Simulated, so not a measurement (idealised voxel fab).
This is a process module. Its name is voxel double patterning.
Displayed cross-section: cut, width of 235 nm, square cells sized 5 nm.
The cross-sections in this document take the form of a grid made of square cells. They are written out as bands, in order from top to bottom. Each band consists of one or more rows of cells. It is stipulated that each band's entry specify, in nanometres, the height of the top of the band and then that of its bottom, followed by the materials of the band in left-to-right sequence, each together with its width in nanometres. A single material marked by the word "throughout" is understood to fill the band from edge to edge; the word "air" is understood to denote empty space. It should be noted that heights are counted from 0, beneath which the wafer as supplied is of one material throughout, and that the lowest band possesses no lower boundary but continues downward, as written in "0 nm and below". Read "30..40" as a graded width: first number on top, second number at the bottom, same change between each pair of neighbouring rows. When a step is marked "no modification", none of the cells in the cross-section changed during that step. The entry "Cavities, sealed" lists the empty spaces that cover at least 8 cells and have no open path to the top. Each is written as width x height at distance, where the distance is measured from the left edge and all three values are in nm. Note: text after step settings on the step line = simulator remark on that step. On any step carrying a mask, the "overlay nm" setting, if present on the step's line, tells how far right of its planned place the mask lay; negative values point to the left.

Steps in the process plan
1) RECEIVE,material Si
2) CONFORMAL_DEP,material SiO2,thk nm 5
3) DIRECTIONAL_DEP,material W,thk nm 15
4) DIRECTIONAL_DEP,material SiCN,thk nm 10
5) PATTERN,tone open,mask id FIRST,material resist,width nm 15,pitch nm 50,thk nm 20,overlay nm 0
6) DIRECTIONAL_ETCH,etch materials SiCN,depth nm 10
7) STRIP,etch materials resist
8) MASKED_ETCH,tone open,mask id SECOND,width nm 15,pitch nm 50,etch materials SiCN,depth nm 10,overlay nm 0
9) DIRECTIONAL_ETCH,etch materials W,depth nm 15
10) STRIP,etch materials SiCN

As-received wafer cross-section (after step 1)
	0 nm and below  Si throughout
	Cavities, sealed: none

Final cross-section, module run with one mistake (start and plan as above)
	20 nm to 5 nm  W 60 / air 15 / W 5 / air 15 / W 15 / air 15 / W 5 / air 15 / W 15 / air 15 / W 60
	5 nm to 0 nm  SiO2 throughout
	0 nm and below  Si throughout
	Cavities, sealed: none
Deviation from plan: step 8 ran with different settings than intended, the actual operation and settings being MASKED_ETCH,tone open,mask id SECOND,width nm 15,pitch nm 50,etch materials SiCN,depth nm 10,overlay nm -5
